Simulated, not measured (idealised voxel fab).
The name of this process module is voxel capacitor over wiring.
Xsec cut, 280 nm wide, square cell size 5 nm.
In what follows, cross-sections appear as grids of square cells, described through bands that run from the top down, where every band is one or more rows of cells.
First you get the band's top height and its bottom height, in nm, and then the materials it's made of, left to right, with each width in nm. If you see a single material with "everywhere", that one covers the band edge to edge. "air" is empty space.
Note: height 0 marks the level under which the wafer is uniformly one material as received. Lowest band unbounded below, written "from 0 down".
Width "30 to 40": first value at the band's top row of cells, second value at its bottom row, equal change from row to row.
Basically "no change occurred" means that step didn't change any cell in the cross-section.
The entry titled "Closed cavity list" provides the empty spaces that have no open way to the top, restricted to those of 8 cells or more. Each is presented as width x height at distance, the distance being measured from the left edge, with all three in nm.
Post-settings text on a step line: simulator's own remark regarding the step.
"overlay nm", when on a step's line for a step with a mask, measures how far to the right of its planned place the mask lay; a negative measure means to the left.
## Intended process steps
1: RECEIVE,material Si
2: CONFORMAL_DEP,material SiO2,thk nm 10
3: DIRECTIONAL_DEP,material TiN,thk nm 5
4: DIRECTIONAL_DEP,material W,thk nm 20
5: MASKED_ETCH,tone cover,mask id METAL_1,width nm 25,pitch nm 85,etch materials W,depth nm 20,overlay nm 0
6: MASKED_ETCH,tone cover,mask id METAL_1,width nm 25,pitch nm 85,etch materials TiN,depth nm 5,overlay nm 0
7: CONFORMAL_DEP,material SiN,thk nm 5
8: FILL_DEP,material lowk,thk nm 5
9: CMP,height nm 35
10: CONFORMAL_DEP,material SiCN,thk nm 5
11: DIRECTIONAL_DEP,material SiO2,thk nm 15
12: PATTERN,tone open,mask id PLUG_1,material resist,width nm 15,thk nm 15,overlay nm 0
13: DIRECTIONAL_ETCH,etch materials SiO2,depth nm 15
14: DIRECTIONAL_ETCH,etch materials SiCN,depth nm 5
15: STRIP,etch materials resist
16: EPI,material Ru,thk nm 10
17: EPI,material Ru,thk nm 10
18: DIRECTIONAL_DEP,material TiN,thk nm 10
19: DIRECTIONAL_DEP,material HfO2,thk nm 5
20: DIRECTIONAL_DEP,material TiN,thk nm 5
21: DIRECTIONAL_DEP,material aC,thk nm 15
22: PATTERN,tone cover,mask id UPPER_PLATE,material resist,width nm 65,thk nm 30,overlay nm 0
23: DIRECTIONAL_ETCH,etch materials aC,depth nm 15
24: STRIP,etch materials resist
25: DIRECTIONAL_ETCH,etch materials TiN,depth nm 5
26: DIRECTIONAL_ETCH,etch materials HfO2,depth nm 5
27: STRIP,etch materials aC
28: DIRECTIONAL_DEP,material aC,thk nm 15
29: PATTERN,tone cover,mask id LOWER_PLATE,material resist,width nm 75,thk nm 35,overlay nm 0
30: DIRECTIONAL_ETCH,etch materials aC,depth nm 15
31: STRIP,etch materials resist
32: DIRECTIONAL_ETCH,etch materials TiN,depth nm 10
33: STRIP,etch materials aC
34: FILL_DEP,material SiO2,thk nm 15
35: CMP,height nm 85
36: DIRECTIONAL_DEP,material aC,thk nm 15
37: PATTERN,tone open,mask id PLUG_2,material resist,width nm 15,thk nm 35,overlay nm 0
38: DIRECTIONAL_ETCH,etch materials aC,depth nm 15
39: STRIP,etch materials resist
40: DIRECTIONAL_ETCH,etch materials SiO2,depth nm 10
41: STRIP,etch materials aC
42: CONFORMAL_DEP,material TiN,thk nm 5
43: FILL_DEP,material Cu,thk nm 5
44: CMP,height nm 85
45: CONFORMAL_DEP,material SiCN,thk nm 5
## Received-state cross-section, reflecting completion of step 1
* from 0 down | Si everywhere
* Closed cavity list: none
## End-of-module XS, first of two wafers, run as planned
* from 90 to 85 | SiCN everywhere
* from 85 to 80 | 105 SiO2, 5 TiN, 5 Cu, 5 TiN, 160 SiO2
* from 80 to 70 | 105 to 95 SiO2, 15 to 65 TiN, 160 to 120 SiO2
* from 70 to 65 | 95 SiO2, 65 HfO2, 120 SiO2
* from 65 to 55 | 90 SiO2, 75 TiN, 115 SiO2
* from 55 to 40 | 95 SiO2, 15 Ru, 170 SiO2
* from 40 to 35 | 95 SiCN, 15 Ru, 170 SiCN
* from 35 to 15 | 80 lowk, 5 SiN, 25 W, 5 SiN, 50 lowk, 5 SiN, 25 W, 5 SiN, 80 lowk
* from 15 to 10 | 85 SiN, 25 TiN, 60 SiN, 25 TiN, 85 SiN
* from 10 to 0 | SiO2 everywhere
* from 0 down | Si everywhere
* Closed cavity list: none
## End-of-module cross-section of the second wafer: identical starting point and process plan to the first, with one processing mistake
* from 90 to 85 | SiCN everywhere
* from 85 to 80 | 95 SiO2, 65 TiN, 120 SiO2
* from 80 to 75 | 95 SiO2, 65 HfO2, 120 SiO2
* from 75 to 65 | Ru everywhere
* from 65 to 55 | 95 TiN, 15 Ru, 170 TiN
* from 55 to 45 | 95 SiO2, 15 TiN, 170 SiO2
* from 45 to 40 | 95 SiO2, 15 Ru, 170 SiO2
* from 40 to 35 | 95 SiCN, 15 Ru, 170 SiCN
* from 35 to 15 | 80 lowk, 5 SiN, 25 W, 5 SiN, 50 lowk, 5 SiN, 25 W, 5 SiN, 80 lowk
* from 15 to 10 | 85 SiN, 25 TiN, 60 SiN, 25 TiN, 85 SiN
* from 10 to 0 | SiO2 everywhere
* from 0 down | Si everywhere
* Closed cavity list: none
Finding, execution versus plan: transposition of steps 17 and 18 relative to the planned sequence
It is noted that, at the conclusion of processing, the second wafer exhibits a higher or lower cell count for certain materials relative to the first: -1 Cu | +112 Ru | -188 SiO2 | +77 TiN
